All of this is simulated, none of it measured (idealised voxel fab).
The following is a process module called voxel trench capacitor.
The width of the displayed cross-section, cut, is 245 nm; its cells are square, with a size of 5 nm.
Cross-sections here: square-cell grids, written as top-down lists of bands, a band being one or more rows of cells.
Within each band entry, the heights of the top and of the bottom of the band appear first, in that order and in nm; the materials of the band then follow from left to right, each with its corresponding width in nm. The designation "everywhere" on a single material indicates that it fills the band from edge to edge; the designation "blank" indicates empty space.
Basically, 0 is our baseline, since under it the wafer straight out of the box is all one material. The bottom band has no lower end and keeps on going down, so it looks like "0 and below".
Read "30->40" as a graded width: first number on top, second number at the bottom, same change between each pair of neighbouring rows.
"left unchanged" means the step left every cell of the cross-section as it was.
If an empty space has no open way to the top and is at least 8 cells in size, "Closed void catalog" lists it, written width x height at distance, where distance is measured from the left edge and every value is in nm.
Anything after a step's settings on that line? It's the simulator's own note about the step.
The optional step-line setting "overlay nm" applies to steps with a mask and quantifies how far to the right of its planned location the mask lay, a negative value indicating leftward placement.

-- The planned process steps are enumerated hereunder
1) RECEIVE | material Si
2) CONFORMAL_DEP | material SiN | thk nm 10
3) DIRECTIONAL_DEP | material aC | thk nm 15
4) PATTERN | tone open | mask id TRENCH | material resist | width nm 20 | pitch nm 40 | thk nm 35 | overlay nm 0
5) DIRECTIONAL_ETCH | etch materials aC | depth nm 15
6) STRIP | etch materials resist
7) DIRECTIONAL_ETCH | etch materials SiN | depth nm 10
8) DIRECTIONAL_ETCH | etch materials Si | depth nm 30
9) STRIP | etch materials aC
10) CONFORMAL_DEP | material Al2O3 | thk nm 5
11) FILL_DEP | material polySi | thk nm 10
12) CMP | height nm 10

-- Step 1 complete: cross-section of the wafer as received
    0 and below: Si everywhere
    Closed void catalog: none

-- Cross-section taken at module completion on the first of two wafers; processed per the plan
    10 down to 0: SiN: 90  Al2O3: 5  polySi: 10  Al2O3: 5  SiN: 20  Al2O3: 5  polySi: 10  Al2O3: 5  SiN: 95
    0 down to -25: Si: 90  Al2O3: 5  polySi: 10  Al2O3: 5  Si: 20  Al2O3: 5  polySi: 10  Al2O3: 5  Si: 95
    -25 down to -30: Si: 90  Al2O3: 20  Si: 20  Al2O3: 20  Si: 95
    -30 and below: Si everywhere
    Closed void catalog: none

-- Cross-section at end of module for the second wafer of two, which matched the first in starting point and plan and differed by one mistake in its processing
    10 down to 0: SiN: 95  Al2O3: 5  polySi: 10  Al2O3: 5  SiN: 20  Al2O3: 5  polySi: 10  Al2O3: 5  SiN: 90
    0 down to -25: Si: 95  Al2O3: 5  polySi: 10  Al2O3: 5  Si: 20  Al2O3: 5  polySi: 10  Al2O3: 5  Si: 90
    -25 down to -30: Si: 95  Al2O3: 20  Si: 20  Al2O3: 20  Si: 90
    -30 and below: Si everywhere
    Closed void catalog: none
Against the plan, the run slipped here: step 4 off recipe, ran as PATTERN | tone open | mask id TRENCH | material resist | width nm 20 | pitch nm 40 | thk nm 35 | overlay nm 5
Heads up: at the end the two wafers have identical cell counts per material, they're just laid out differently.
